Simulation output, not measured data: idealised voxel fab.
The following process module bears the name voxel transistor to metal.
Cross-section cut: width 300 nm, square cells of 5 nm.
Cross-section = grid of square cells, listed top down in bands; band = one or more rows. What a band's entry tells you: where the top is and where the bottom is, as heights in nm, and after that what lies inside, material by material from left to right, each with its width in nm. Empty space is written as the word "empty", and a single material marked with the word "throughout" occupies the band from edge to edge. The level at which height equals 0 is the one under which the wafer, as it arrives, is entirely one material. No lower edge exists for the bottom band, which continues downward and is notated as in "top 0, no bottom". Graded width ("30..40"): value in top row of band = first number; value in bottom row = second number; row-to-row change constant. Any step labelled "no alterations made" changed none of the cells in the cross-section. Enclosed void entries: empty space of 8 cells or more with no open way to the top, each as width x height at its distance from the left edge, in nm. Note: text after step settings on the step line = simulator remark on that step. "overlay nm" answers the question of how far to the right of plan the mask lay on a step that has a mask, and when it is negative the answer is to the left. What follows is a series of pairs. Each pair shows a cross-section before one process step and the cross-section after it, and the after view is drawn only down to the lowest band that changed. Beneath each pair is the step that lies between the two, with its settings. Pairs may come from different runs of this module on the same starting wafer, so a pair continues from the one above it only where its entry headed "Pre-step snapshot" says so.

### Pre-step snapshot
> top 50, bottom 40  SiO2: 35, TiN: 5, W: 10, TiN: 5, SiO2: 50, TiN: 5, W: 10, TiN: 5, SiO2: 50, TiN: 5, W: 10, TiN: 5, SiO2: 50, TiN: 5, W: 10, TiN: 5, SiO2: 35
> top 40, bottom 25  SiO2: 35, TiN: 5, W: 10, TiN: 5, SiO2: 5, SiN: 5, SiO2: 5, SiCN: 20, SiO2: 5, SiN: 5, SiO2: 5, TiN: 5, W: 10, TiN: 5, SiO2: 50, TiN: 5, W: 10, TiN: 5, SiO2: 5, SiN: 5, SiO2: 5, SiCN: 20, SiO2: 5, SiN: 5, SiO2: 5, TiN: 5, W: 10, TiN: 5, SiO2: 35
> top 25, bottom 10  SiO2: 35, TiN: 5, W: 10, TiN: 5, SiO2: 5, SiN: 5, SiO2: 5, polySi: 20, SiO2: 5, SiN: 5, SiO2: 5, TiN: 5, W: 10, TiN: 5, SiO2: 50, TiN: 5, W: 10, TiN: 5, SiO2: 5, SiN: 5, SiO2: 5, polySi: 20, SiO2: 5, SiN: 5, SiO2: 5, TiN: 5, W: 10, TiN: 5, SiO2: 35
> top 10, bottom 5  SiO2: 35, TiN: 20, SiO2: 5, SiN: 5, SiO2: 5, polySi: 20, SiO2: 5, SiN: 5, SiO2: 5, TiN: 20, SiO2: 50, TiN: 20, SiO2: 5, SiN: 5, SiO2: 5, polySi: 20, SiO2: 5, SiN: 5, SiO2: 5, TiN: 20, SiO2: 35
> top 5, bottom -5  SiO2: 35, TiN: 10, pSi: 15, SiN: 5, SiO2: 5, polySi: 20, SiO2: 5, SiN: 5, pSi: 15, TiN: 10, SiO2: 50, TiN: 10, pSi: 15, SiN: 5, SiO2: 5, polySi: 20, SiO2: 5, SiN: 5, pSi: 15, TiN: 10, SiO2: 35
> top -5, bottom -10  SiO2: 35, TiN: 10, pSi: 15, SiO2: 40, pSi: 15, TiN: 10, SiO2: 50, TiN: 10, pSi: 15, SiO2: 40, pSi: 15, TiN: 10, SiO2: 35
> top -10, bottom -25  SiO2: 25, pSi: 35, Si: 40, pSi: 35, SiO2: 30, pSi: 35, Si: 40, pSi: 35, SiO2: 25
> top -25, bottom -40  SiO2: 25, Si: 110, SiO2: 30, Si: 110, SiO2: 25
> top -40, no bottom  Si throughout
> Enclosed void entries: none

### State After Step
> top 75, bottom 50  SiO2 throughout
> Nothing below the height 50 has changed.
> Enclosed void entries: none
What is the step between the two cross-sections above? DIRECTIONAL_DEP (material SiO2; thk nm 25)

Pre-step snapshot: Please consult the pair immediately above; the cross-section it shows after its step is the state before this step.

### State After Step
> top 80, bottom 75  SiCN throughout
> Nothing below the height 75 has changed.
> Enclosed void entries: none
What is the step between the two cross-sections above? CONFORMAL_DEP (material SiCN; thk nm 5)

Pre-step snapshot: Please consult the pair immediately above; the cross-section it shows after its step is the state before this step.

### State After Step
> top 80, bottom 75  SiCN: 35, empty: 20, SiCN: 50, empty: 20, SiCN: 50, empty: 20, SiCN: 50, empty: 20, SiCN: 35
> Nothing below the height 75 has changed.
> Enclosed void entries: none
What is the step between the two cross-sections above? MASKED_ETCH (tone open; mask id METAL_1; width nm 20; pitch nm 70; etch materials SiCN; depth nm 5; overlay nm 0)

Pre-step snapshot: Please consult the pair immediately above; the cross-section it shows after its step is the state before this step.

### State After Step
> top 85, bottom 80  TiN: 40, empty: 10, TiN: 60, empty: 10, TiN: 60, empty: 10, TiN: 60, empty: 10, TiN: 40
> top 80, bottom 75  SiCN: 35, TiN: 20, SiCN: 50, TiN: 20, SiCN: 50, TiN: 20, SiCN: 50, TiN: 20, SiCN: 35
> Nothing below the height 75 has changed.
> Enclosed void entries: none
What is the step between the two cross-sections above? CONFORMAL_DEP (material TiN; thk nm 5)

Pre-step snapshot: Please consult the pair immediately above; the cross-section it shows after its step is the state before this step.

### State After Step
> top 95, bottom 85  Cu throughout
> top 85, bottom 80  TiN: 40, Cu: 10, TiN: 60, Cu: 10, TiN: 60, Cu: 10, TiN: 60, Cu: 10, TiN: 40
> Nothing below the height 80 has changed.
> Enclosed void entries: none
What is the step between the two cross-sections above? FILL_DEP (material Cu; thk nm 10)

Pre-step snapshot: Please consult the pair immediately above; the cross-section it shows after its step is the state before this step.

### State After Step
> top 80, bottom 75  SiCN: 35, TiN: 20, SiCN: 50, TiN: 20, SiCN: 50, TiN: 20, SiCN: 50, TiN: 20, SiCN: 35
> Nothing below the height 75 has changed.
> Enclosed void entries: none
What is the step between the two cross-sections above? CMP (height nm 80)

Pre-step snapshot: Please consult the pair immediately above; the cross-section it shows after its step is the state before this step.

### State After Step
> top 85, bottom 80  empty: 30, Ru: 30, empty: 40, Ru: 30, empty: 40, Ru: 30, empty: 40, Ru: 30, empty: 30
> Nothing below the height 80 has changed.
> Enclosed void entries: none
What is the step between the two cross-sections above? EPI (material Ru; thk nm 5)

Pre-step snapshot: Please consult the pair immediately above; the cross-section it shows after its step is the state before this step.

### State After Step
> top 90, bottom 85  SiCN throughout
> top 85, bottom 80  SiCN: 30, Ru: 30, SiCN: 40, Ru: 30, SiCN: 40, Ru: 30, SiCN: 40, Ru: 30, SiCN: 30
> Nothing below the height 80 has changed.
> Enclosed void entries: none
What is the step between the two cross-sections above? FILL_DEP (material SiCN; thk nm 5)

### Pre-step snapshot
> top 10, bottom 0  empty: 25, SiN: 110, empty: 30, SiN: 110, empty: 25
> top 0, bottom -5  empty: 25, SiO2: 110, empty: 30, SiO2: 110, empty: 25
> top -5, no bottom  Si throughout
> Enclosed void entries: none

### State After Step
> top 10, bottom 0  empty: 25, SiN: 110, empty: 30, SiN: 110, empty: 25
> top 0, bottom -5  empty: 25, SiO2: 110, empty: 30, SiO2: 110, empty: 25
> top -5, bottom -50  empty: 25, Si: 110, empty: 30, Si: 110, empty: 25
> Nothing below the height -50 has changed.
> Enclosed void entries: none
What is the step between the two cross-sections above? MASKED_ETCH (tone cover; mask id ACTIVE; width nm 110; pitch nm 140; etch materials Si; depth nm 45; overlay nm 0)

Pre-step snapshot: Please consult the pair immediately above; the cross-section it shows after its step is the state before this step.

### State After Step
> top 25, bottom 10  SiO2 throughout
> top 10, bottom 0  SiO2: 25, SiN: 110, SiO2: 30, SiN: 110, SiO2: 25
> top 0, bottom -5  SiO2 throughout
> top -5, bottom -50  SiO2: 25, Si: 110, SiO2: 30, Si: 110, SiO2: 25
> Nothing below the height -50 has changed.
> Enclosed void entries: none
What is the step between the two cross-sections above? FILL_DEP (material SiO2; thk nm 15)

Pre-step snapshot: Please consult the pair immediately above; the cross-section it shows after its step is the state before this step.

### State After Step
> top 10, bottom 0  SiO2: 25, SiN: 110, SiO2: 30, SiN: 110, SiO2: 25
> Nothing below the height 0 has changed.
> Enclosed void entries: none
What is the step between the two cross-sections above? CMP (height nm 10)

Pre-step snapshot: Please consult the pair immediately above; the cross-section it shows after its step is the state before this step.

### State After Step
> top 10, bottom 0  empty: 25, SiN: 110, empty: 30, SiN: 110, empty: 25
> Nothing below the height 0 has changed.
> Enclosed void entries: none
What is the step between the two cross-sections above? SELECTIVE_ETCH (etch materials SiO2; depth nm 10)

Pre-step snapshot: Please consult the pair immediately above; the cross-section it shows after its step is the state before this step.

### State After Step
> top 0, bottom -5  SiO2 throughout
> Nothing below the height -5 has changed.
> Enclosed void entries: none
What is the step between the two cross-sections above? STRIP (etch materials SiN)

Pre-step snapshot: Please consult the pair immediately above; the cross-section it shows after its step is the state before this step.

### State After Step
> top -5, bottom -50  SiO2: 25, Si: 110, SiO2: 30, Si: 110, SiO2: 25
> Nothing below the height -50 has changed.
> Enclosed void entries: none
What is the step between the two cross-sections above? SELECTIVE_ETCH (etch materials SiO2; depth nm 5)

Pre-step snapshot: Please consult the pair immediately above; the cross-section it shows after its step is the state before this step.

### State After Step
> top -5, bottom -10  SiO2 throughout
> Nothing below the height -10 has changed.
> Enclosed void entries: none
What is the step between the two cross-sections above? OXIDIZE (depth nm 5)

Pre-step snapshot: Please consult the pair immediately above; the cross-section it shows after its step is the state before this step.

### State After Step
> top 25, bottom -5  polySi throughout
> Nothing below the height -5 has changed.
> Enclosed void entries: none
What is the step between the two cross-sections above? DIRECTIONAL_DEP (material polySi; thk nm 30)

Pre-step snapshot: Please consult the pair immediately above; the cross-section it shows after its step is the state before this step.

### State After Step
> top 40, bottom 25  SiCN throughout
> Nothing below the height 25 has changed.
> Enclosed void entries: none
What is the step between the two cross-sections above? DIRECTIONAL_DEP (material SiCN; thk nm 15)

Pre-step snapshot: Please consult the pair immediately above; the cross-section it shows after its step is the state before this step.

### State After Step
> top 55, bottom 40  empty: 70, resist: 20, empty: 120, resist: 20, empty: 70
> Nothing below the height 40 has changed.
> Enclosed void entries: none
What is the step between the two cross-sections above? PATTERN (tone cover; mask id GATE; material resist; width nm 20; pitch nm 140; thk nm 15; overlay nm 0)

Pre-step snapshot: Please consult the pair immediately above; the cross-section it shows after its step is the state before this step.

### State After Step
> top 55, bottom 40  empty: 70, resist: 20, empty: 120, resist: 20, empty: 70
> top 40, bottom 25  empty: 70, SiCN: 20, empty: 120, SiCN: 20, empty: 70
> Nothing below the height 25 has changed.
> Enclosed void entries: none
What is the step between the two cross-sections above? DIRECTIONAL_ETCH (etch materials SiCN; depth nm 25)

Pre-step snapshot: Please consult the pair immediately above; the cross-section it shows after its step is the state before this step.

### State After Step
> top 55, bottom 40  empty: 70, resist: 20, empty: 120, resist: 20, empty: 70
> top 40, bottom 25  empty: 70, SiCN: 20, empty: 120, SiCN: 20, empty: 70
> top 25, bottom -5  empty: 70, polySi: 20, empty: 120, polySi: 20, empty: 70
> Nothing below the height -5 has changed.
> Enclosed void entries: none
What is the step between the two cross-sections above? DIRECTIONAL_ETCH (etch materials polySi; depth nm 40)

Pre-step snapshot: Please consult the pair immediately above; the cross-section it shows after its step is the state before this step.

### State After Step
> top 40, bottom 25  empty: 70, SiCN: 20, empty: 120, SiCN: 20, empty: 70
> Nothing below the height 25 has changed.
> Enclosed void entries: none
What is the step between the two cross-sections above? STRIP (etch materials resist)

Pre-step snapshot: Please consult the pair immediately above; the cross-section it shows after its step is the state before this step.

### State After Step
> top 45, bottom 40  empty: 65, SiO2: 30, empty: 110, SiO2: 30, empty: 65
> top 40, bottom 25  empty: 65, SiO2: 5, SiCN: 20, SiO2: 5, empty: 110, SiO2: 5, SiCN: 20, SiO2: 5, empty: 65
> top 25, bottom 0  empty: 65, SiO2: 5, polySi: 20, SiO2: 5, empty: 110, SiO2: 5, polySi: 20, SiO2: 5, empty: 65
> top 0, bottom -5  SiO2: 70, polySi: 20, SiO2: 120, polySi: 20, SiO2: 70
> Nothing below the height -5 has changed.
> Enclosed void entries: none
What is the step between the two cross-sections above? CONFORMAL_DEP (material SiO2; thk nm 5)

Pre-step snapshot: Please consult the pair immediately above; the cross-section it shows after its step is the state before this step.

### State After Step
> top 40, bottom 25  empty: 65, SiO2: 5, SiCN: 20, SiO2: 5, empty: 110, SiO2: 5, SiCN: 20, SiO2: 5, empty: 65
> top 25, bottom -5  empty: 65, SiO2: 5, polySi: 20, SiO2: 5, empty: 110, SiO2: 5, polySi: 20, SiO2: 5, empty: 65
> Nothing below the height -5 has changed.
> Enclosed void entries: none
What is the step between the two cross-sections above? DIRECTIONAL_ETCH (etch materials SiO2; depth nm 5)

Pre-step snapshot: Please consult the pair immediately above; the cross-section it shows after its step is the state before this step.

### State After Step
> top 45, bottom 40  empty: 60, SiN: 40, empty: 100, SiN: 40, empty: 60
> top 40, bottom 25  empty: 60, SiN: 5, SiO2: 5, SiCN: 20, SiO2: 5, SiN: 5, empty: 100, SiN: 5, SiO2: 5, SiCN: 20, SiO2: 5, SiN: 5, empty: 60
> top 25, bottom 0  empty: 60, SiN: 5, SiO2: 5, polySi: 20, SiO2: 5, SiN: 5, empty: 100, SiN: 5, SiO2: 5, polySi: 20, SiO2: 5, SiN: 5, empty: 60
> top 0, bottom -5  SiN: 65, SiO2: 5, polySi: 20, SiO2: 5, SiN: 110, SiO2: 5, polySi: 20, SiO2: 5, SiN: 65
> Nothing below the height -5 has changed.
> Enclosed void entries: none
What is the step between the two cross-sections above? CONFORMAL_DEP (material SiN; thk nm 5)

Pre-step snapshot: Please consult the pair immediately above; the cross-section it shows after its step is the state before this step.

### State After Step
> top 40, bottom 25  empty: 60, SiN: 5, SiO2: 5, SiCN: 20, SiO2: 5, SiN: 5, empty: 100, SiN: 5, SiO2: 5, SiCN: 20, SiO2: 5, SiN: 5, empty: 60
> top 25, bottom -5  empty: 60, SiN: 5, SiO2: 5, polySi: 20, SiO2: 5, SiN: 5, empty: 100, SiN: 5, SiO2: 5, polySi: 20, SiO2: 5, SiN: 5, empty: 60
> Nothing below the height -5 has changed.
> Enclosed void entries: none
What is the step between the two cross-sections above? DIRECTIONAL_ETCH (etch materials SiN; depth nm 5)

Pre-step snapshot: Please consult the pair immediately above; the cross-section it shows after its step is the state before this step.

### State After Step
> top 40, bottom 35  empty: 60, SiN: 5, empty: 5, SiCN: 20, empty: 5, SiN: 5, empty: 100, SiN: 5, empty: 5, SiCN: 20, empty: 5, SiN: 5, empty: 60
> top 35, bottom 25  empty: 60, SiN: 5, SiO2: 5, SiCN: 20, SiO2: 5, SiN: 5, empty: 100, SiN: 5, SiO2: 5, SiCN: 20, SiO2: 5, SiN: 5, empty: 60
> top 25, bottom -5  empty: 60, SiN: 5, SiO2: 5, polySi: 20, SiO2: 5, SiN: 5, empty: 100, SiN: 5, SiO2: 5, polySi: 20, SiO2: 5, SiN: 5, empty: 60
> top -5, bottom -10  empty: 60, SiO2: 40, empty: 100, SiO2: 40, empty: 60
> Nothing below the height -10 has changed.
> Enclosed void entries: none
What is the step between the two cross-sections above? DIRECTIONAL_ETCH (etch materials SiO2; depth nm 5)

Pre-step snapshot: Please consult the pair immediately above; the cross-section it shows after its step is the state before this step.

### State After Step
> top 40, bottom 35  empty: 60, SiN: 5, empty: 5, SiCN: 20, empty: 5, SiN: 5, empty: 100, SiN: 5, empty: 5, SiCN: 20, empty: 5, SiN: 5, empty: 60
> top 35, bottom 25  empty: 60, SiN: 5, SiO2: 5, SiCN: 20, SiO2: 5, SiN: 5, empty: 100, SiN: 5, SiO2: 5, SiCN: 20, SiO2: 5, SiN: 5, empty: 60
> top 25, bottom -5  empty: 60, SiN: 5, SiO2: 5, polySi: 20, SiO2: 5, SiN: 5, empty: 100, SiN: 5, SiO2: 5, polySi: 20, SiO2: 5, SiN: 5, empty: 60
> top -5, bottom -10  empty: 60, SiO2: 40, empty: 100, SiO2: 40, empty: 60
> top -10, bottom -25  SiO2: 25, empty: 35, Si: 40, empty: 35, SiO2: 30, empty: 35, Si: 40, empty: 35, SiO2: 25
> Nothing below the height -25 has changed.
> Enclosed void entries: none
What is the step between the two cross-sections above? DIRECTIONAL_ETCH (etch materials Si; depth nm 15)

Pre-step snapshot: Please consult the pair immediately above; the cross-section it shows after its step is the state before this step.

### State After Step
> top 40, bottom 35  empty: 60, SiN: 5, empty: 5, SiCN: 20, empty: 5, SiN: 5, empty: 100, SiN: 5, empty: 5, SiCN: 20, empty: 5, SiN: 5, empty: 60
> top 35, bottom 25  empty: 60, SiN: 5, SiO2: 5, SiCN: 20, SiO2: 5, SiN: 5, empty: 100, SiN: 5, SiO2: 5, SiCN: 20, SiO2: 5, SiN: 5, empty: 60
> top 25, bottom 5  empty: 60, SiN: 5, SiO2: 5, polySi: 20, SiO2: 5, SiN: 5, empty: 100, SiN: 5, SiO2: 5, polySi: 20, SiO2: 5, SiN: 5, empty: 60
> top 5, bottom -5  empty: 45, pSi: 15, SiN: 5, SiO2: 5, polySi: 20, SiO2: 5, SiN: 5, pSi: 15, empty: 70, pSi: 15, SiN: 5, SiO2: 5, polySi: 20, SiO2: 5, SiN: 5, pSi: 15, empty: 45
> top -5, bottom -10  empty: 45, pSi: 15, SiO2: 40, pSi: 15, empty: 70, pSi: 15, SiO2: 40, pSi: 15, empty: 45
> top -10, bottom -25  SiO2: 25, pSi: 35, Si: 40, pSi: 35, SiO2: 30, pSi: 35, Si: 40, pSi: 35, SiO2: 25
> Nothing below the height -25 has changed.
> Enclosed void entries: none
What is the step between the two cross-sections above? EPI (material pSi; thk nm 15)

Pre-step snapshot: Please consult the pair immediately above; the cross-section it shows after its step is the state before this step.

### State After Step
> top 45, bottom 40  SiO2 throughout
> top 40, bottom 25  SiO2: 60, SiN: 5, SiO2: 5, SiCN: 20, SiO2: 5, SiN: 5, SiO2: 100, SiN: 5, SiO2: 5, SiCN: 20, SiO2: 5, SiN: 5, SiO2: 60
> top 25, bottom 5  SiO2: 60, SiN: 5, SiO2: 5, polySi: 20, SiO2: 5, SiN: 5, SiO2: 100, SiN: 5, SiO2: 5, polySi: 20, SiO2: 5, SiN: 5, SiO2: 60
> top 5, bottom -5  SiO2: 45, pSi: 15, SiN: 5, SiO2: 5, polySi: 20, SiO2: 5, SiN: 5, pSi: 15, SiO2: 70, pSi: 15, SiN: 5, SiO2: 5, polySi: 20, SiO2: 5, SiN: 5, pSi: 15, SiO2: 45
> top -5, bottom -10  SiO2: 45, pSi: 15, SiO2: 40, pSi: 15, SiO2: 70, pSi: 15, SiO2: 40, pSi: 15, SiO2: 45
> Nothing below the height -10 has changed.
> Enclosed void entries: none
What is the step between the two cross-sections above? FILL_DEP (material SiO2; thk nm 5)

Pre-step snapshot: Please consult the pair immediately above; the cross-section it shows after its step is the state before this step.

### State After Step
> top 40, bottom 25  SiO2: 60, SiN: 5, SiO2: 5, SiCN: 20, SiO2: 5, SiN: 5, SiO2: 100, SiN: 5, SiO2: 5, SiCN: 20, SiO2: 5, SiN: 5, SiO2: 60
> Nothing below the height 25 has changed.
> Enclosed void entries: none
What is the step between the two cross-sections above? CMP (height nm 40)

Pre-step snapshot: Please consult the pair immediately above; the cross-section it shows after its step is the state before this step.

### State After Step
> top 50, bottom 40  SiO2 throughout
> Nothing below the height 40 has changed.
> Enclosed void entries: none
What is the step between the two cross-sections above? DIRECTIONAL_DEP (material SiO2; thk nm 10)

Pre-step snapshot: Please consult the pair immediately above; the cross-section it shows after its step is the state before this step.

### State After Step
> top 50, bottom 40  SiO2: 35, empty: 20, SiO2: 50, empty: 20, SiO2: 50, empty: 20, SiO2: 50, empty: 20, SiO2: 35
> top 40, bottom 25  SiO2: 35, empty: 20, SiO2: 5, SiN: 5, SiO2: 5, SiCN: 20, SiO2: 5, SiN: 5, SiO2: 5, empty: 20, SiO2: 50, empty: 20, SiO2: 5, SiN: 5, SiO2: 5, SiCN: 20, SiO2: 5, SiN: 5, SiO2: 5, empty: 20, SiO2: 35
> top 25, bottom 5  SiO2: 35, empty: 20, SiO2: 5, SiN: 5, SiO2: 5, polySi: 20, SiO2: 5, SiN: 5, SiO2: 5, empty: 20, SiO2: 50, empty: 20, SiO2: 5, SiN: 5, SiO2: 5, polySi: 20, SiO2: 5, SiN: 5, SiO2: 5, empty: 20, SiO2: 35
> top 5, bottom -5  SiO2: 35, empty: 10, pSi: 15, SiN: 5, SiO2: 5, polySi: 20, SiO2: 5, SiN: 5, pSi: 15, empty: 10, SiO2: 50, empty: 10, pSi: 15, SiN: 5, SiO2: 5, polySi: 20, SiO2: 5, SiN: 5, pSi: 15, empty: 10, SiO2: 35
> top -5, bottom -10  SiO2: 35, empty: 10, pSi: 15, SiO2: 40, pSi: 15, empty: 10, SiO2: 50, empty: 10, pSi: 15, SiO2: 40, pSi: 15, empty: 10, SiO2: 35
> Nothing below the height -10 has changed.
> Enclosed void entries: none
What is the step between the two cross-sections above? MASKED_ETCH (tone open; mask id CONTACT; width nm 20; pitch nm 70; etch materials SiO2; depth nm 60; overlay nm 0)

Pre-step snapshot: Please consult the pair immediately above; the cross-section it shows after its step is the state before this step.

### State After Step
> top 55, bottom 50  TiN: 40, empty: 10, TiN: 60, empty: 10, TiN: 60, empty: 10, TiN: 60, empty: 10, TiN: 40
> top 50, bottom 40  SiO2: 35, TiN: 5, empty: 10, TiN: 5, SiO2: 50, TiN: 5, empty: 10, TiN: 5, SiO2: 50, TiN: 5, empty: 10, TiN: 5, SiO2: 50, TiN: 5, empty: 10, TiN: 5, SiO2: 35
> top 40, bottom 25  SiO2: 35, TiN: 5, empty: 10, TiN: 5, SiO2: 5, SiN: 5, SiO2: 5, SiCN: 20, SiO2: 5, SiN: 5, SiO2: 5, TiN: 5, empty: 10, TiN: 5, SiO2: 50, TiN: 5, empty: 10, TiN: 5, SiO2: 5, SiN: 5, SiO2: 5, SiCN: 20, SiO2: 5, SiN: 5, SiO2: 5, TiN: 5, empty: 10, TiN: 5, SiO2: 35
> top 25, bottom 10  SiO2: 35, TiN: 5, empty: 10, TiN: 5, SiO2: 5, SiN: 5, SiO2: 5, polySi: 20, SiO2: 5, SiN: 5, SiO2: 5, TiN: 5, empty: 10, TiN: 5, SiO2: 50, TiN: 5, empty: 10, TiN: 5, SiO2: 5, SiN: 5, SiO2: 5, polySi: 20, SiO2: 5, SiN: 5, SiO2: 5, TiN: 5, empty: 10, TiN: 5, SiO2: 35
> top 10, bottom 5  SiO2: 35, TiN: 20, SiO2: 5, SiN: 5, SiO2: 5, polySi: 20, SiO2: 5, SiN: 5, SiO2: 5, TiN: 20, SiO2: 50, TiN: 20, SiO2: 5, SiN: 5, SiO2: 5, polySi: 20, SiO2: 5, SiN: 5, SiO2: 5, TiN: 20, SiO2: 35
> top 5, bottom -5  SiO2: 35, TiN: 10, pSi: 15, SiN: 5, SiO2: 5, polySi: 20, SiO2: 5, SiN: 5, pSi: 15, TiN: 10, SiO2: 50, TiN: 10, pSi: 15, SiN: 5, SiO2: 5, polySi: 20, SiO2: 5, SiN: 5, pSi: 15, TiN: 10, SiO2: 35
> top -5, bottom -10  SiO2: 35, TiN: 10, pSi: 15, SiO2: 40, pSi: 15, TiN: 10, SiO2: 50, TiN: 10, pSi: 15, SiO2: 40, pSi: 15, TiN: 10, SiO2: 35
> Nothing below the height -10 has changed.
> Enclosed void entries: none
What is the step between the two cross-sections above? CONFORMAL_DEP (material TiN; thk nm 5)

Pre-step snapshot: Please consult the pair immediately above; the cross-section it shows after its step is the state before this step.

### State After Step
> top 60, bottom 55  W throughout
> top 55, bottom 50  TiN: 40, W: 10, TiN: 60, W: 10, TiN: 60, W: 10, TiN: 60, W: 10, TiN: 40
> top 50, bottom 40  SiO2: 35, TiN: 5, W: 10, TiN: 5, SiO2: 50, TiN: 5, W: 10, TiN: 5, SiO2: 50, TiN: 5, W: 10, TiN: 5, SiO2: 50, TiN: 5, W: 10, TiN: 5, SiO2: 35
> top 40, bottom 25  SiO2: 35, TiN: 5, W: 10, TiN: 5, SiO2: 5, SiN: 5, SiO2: 5, SiCN: 20, SiO2: 5, SiN: 5, SiO2: 5, TiN: 5, W: 10, TiN: 5, SiO2: 50, TiN: 5, W: 10, TiN: 5, SiO2: 5, SiN: 5, SiO2: 5, SiCN: 20, SiO2: 5, SiN: 5, SiO2: 5, TiN: 5, W: 10, TiN: 5, SiO2: 35
> top 25, bottom 10  SiO2: 35, TiN: 5, W: 10, TiN: 5, SiO2: 5, SiN: 5, SiO2: 5, polySi: 20, SiO2: 5, SiN: 5, SiO2: 5, TiN: 5, W: 10, TiN: 5, SiO2: 50, TiN: 5, W: 10, TiN: 5, SiO2: 5, SiN: 5, SiO2: 5, polySi: 20, SiO2: 5, SiN: 5, SiO2: 5, TiN: 5, W: 10, TiN: 5, SiO2: 35
> Nothing below the height 10 has changed.
> Enclosed void entries: none
What is the step between the two cross-sections above? FILL_DEP (material W; thk nm 5)

Pre-step snapshot: Please consult the pair immediately above; the cross-section it shows after its step is the state before this step.

### State After Step
> top 50, bottom 40  SiO2: 35, TiN: 5, W: 10, TiN: 5, SiO2: 50, TiN: 5, W: 10, TiN: 5, SiO2: 50, TiN: 5, W: 10, TiN: 5, SiO2: 50, TiN: 5, W: 10, TiN: 5, SiO2: 35
> Nothing below the height 40 has changed.
> Enclosed void entries: none
What is the step between the two cross-sections above? CMP (height nm 50)

Pre-step snapshot: Please consult the pair immediately above; the cross-section it shows after its step is the state before this step.

### State After Step
> top 55, bottom 50  SiCN throughout
> Nothing below the height 50 has changed.
> Enclosed void entries: none
What is the step between the two cross-sections above? CONFORMAL_DEP (material SiCN; thk nm 5)

Pre-step snapshot: Please consult the pair immediately above; the cross-section it shows after its step is the state before this step.

### State After Step
> top 80, bottom 55  SiO2 throughout
> Nothing below the height 55 has changed.
> Enclosed void entries: none
What is the step between the two cross-sections above? DIRECTIONAL_DEP (material SiO2; thk nm 25)

Pre-step snapshot: Please consult the pair immediately above; the cross-section it shows after its step is the state before this step.

### State After Step
> top 80, bottom 55  SiO2: 35, empty: 20, SiO2: 50, empty: 20, SiO2: 50, empty: 20, SiO2: 50, empty: 20, SiO2: 35
> Nothing below the height 55 has changed.
> Enclosed void entries: none
What is the step between the two cross-sections above? MASKED_ETCH (tone open; mask id METAL_1; width nm 20; pitch nm 70; etch materials SiO2; depth nm 25; overlay nm 0)

Pre-step snapshot: Please consult the pair immediately above; the cross-section it shows after its step is the state before this step.

### State After Step
> top 80, bottom 55  SiO2: 35, empty: 20, SiO2: 50, empty: 20, SiO2: 50, empty: 20, SiO2: 50, empty: 20, SiO2: 35
> top 55, bottom 50  SiCN: 35, empty: 20, SiCN: 50, empty: 20, SiCN: 50, empty: 20, SiCN: 50, empty: 20, SiCN: 35
> Nothing below the height 50 has changed.
> Enclosed void entries: none
What is the step between the two cross-sections above? MASKED_ETCH (tone open; mask id METAL_1; width nm 20; pitch nm 70; etch materials SiCN; depth nm 5; overlay nm 0)

Pre-step snapshot: Please consult the pair immediately above; the cross-section it shows after its step is the state before this step.

### State After Step
> top 85, bottom 80  TiN: 40, empty: 10, TiN: 60, empty: 10, TiN: 60, empty: 10, TiN: 60, empty: 10, TiN: 40
> top 80, bottom 55  SiO2: 35, TiN: 5, empty: 10, TiN: 5, SiO2: 50, TiN: 5, empty: 10, TiN: 5, SiO2: 50, TiN: 5, empty: 10, TiN: 5, SiO2: 50, TiN: 5, empty: 10, TiN: 5, SiO2: 35
> top 55, bottom 50  SiCN: 35, TiN: 20, SiCN: 50, TiN: 20, SiCN: 50, TiN: 20, SiCN: 50, TiN: 20, SiCN: 35
> Nothing below the height 50 has changed.
> Enclosed void entries: none
What is the step between the two cross-sections above? CONFORMAL_DEP (material TiN; thk nm 5)

Pre-step snapshot: Please consult the pair immediately above; the cross-section it shows after its step is the state before this step.

### State After Step
> top 95, bottom 85  Cu throughout
> top 85, bottom 80  TiN: 40, Cu: 10, TiN: 60, Cu: 10, TiN: 60, Cu: 10, TiN: 60, Cu: 10, TiN: 40
> top 80, bottom 55  SiO2: 35, TiN: 5, Cu: 10, TiN: 5, SiO2: 50, TiN: 5, Cu: 10, TiN: 5, SiO2: 50, TiN: 5, Cu: 10, TiN: 5, SiO2: 50, TiN: 5, Cu: 10, TiN: 5, SiO2: 35
> Nothing below the height 55 has changed.
> Enclosed void entries: none
What is the step between the two cross-sections above? FILL_DEP (material Cu; thk nm 10)

Pre-step snapshot: Please consult the pair immediately above; the cross-section it shows after its step is the state before this step.

### State After Step
> top 80, bottom 55  SiO2: 35, TiN: 5, Cu: 10, TiN: 5, SiO2: 50, TiN: 5, Cu: 10, TiN: 5, SiO2: 50, TiN: 5, Cu: 10, TiN: 5, SiO2: 50, TiN: 5, Cu: 10, TiN: 5, SiO2: 35
> Nothing below the height 55 has changed.
> Enclosed void entries: none
What is the step between the two cross-sections above? CMP (height nm 80)

Pre-step snapshot: Please consult the pair immediately above; the cross-section it shows after its step is the state before this step.

### State After Step
> top 85, bottom 80  empty: 30, Ru: 30, empty: 40, Ru: 30, empty: 40, Ru: 30, empty: 40, Ru: 30, empty: 30
> Nothing below the height 80 has changed.
> Enclosed void entries: none
What is the step between the two cross-sections above? EPI (material Ru; thk nm 5)

Pre-step snapshot: Please consult the pair immediately above; the cross-section it shows after its step is the state before this step.

### State After Step
> top 90, bottom 85  SiCN throughout
> top 85, bottom 80  SiCN: 30, Ru: 30, SiCN: 40, Ru: 30, SiCN: 40, Ru: 30, SiCN: 40, Ru: 30, SiCN: 30
> Nothing below the height 80 has changed.
> Enclosed void entries: none
What is the step between the two cross-sections above? FILL_DEP (material SiCN; thk nm 5)

### Pre-step snapshot
> top 40, bottom 25  SiCN throughout
> top 25, bottom -5  polySi throughout
> top -5, bottom -10  SiO2 throughout
> top -10, bottom -40  SiO2: 25, Si: 110, SiO2: 30, Si: 110, SiO2: 25
> top -40, no bottom  Si throughout
> Enclosed void entries: none

### State After Step
> top 55, bottom 40  empty: 70, resist: 25, empty: 115, resist: 25, empty: 65
> Nothing below the height 40 has changed.
> Enclosed void entries: none
What is the step between the two cross-sections above? PATTERN (tone cover; mask id GATE; material resist; width nm 25; pitch nm 140; thk nm 15; overlay nm 0)
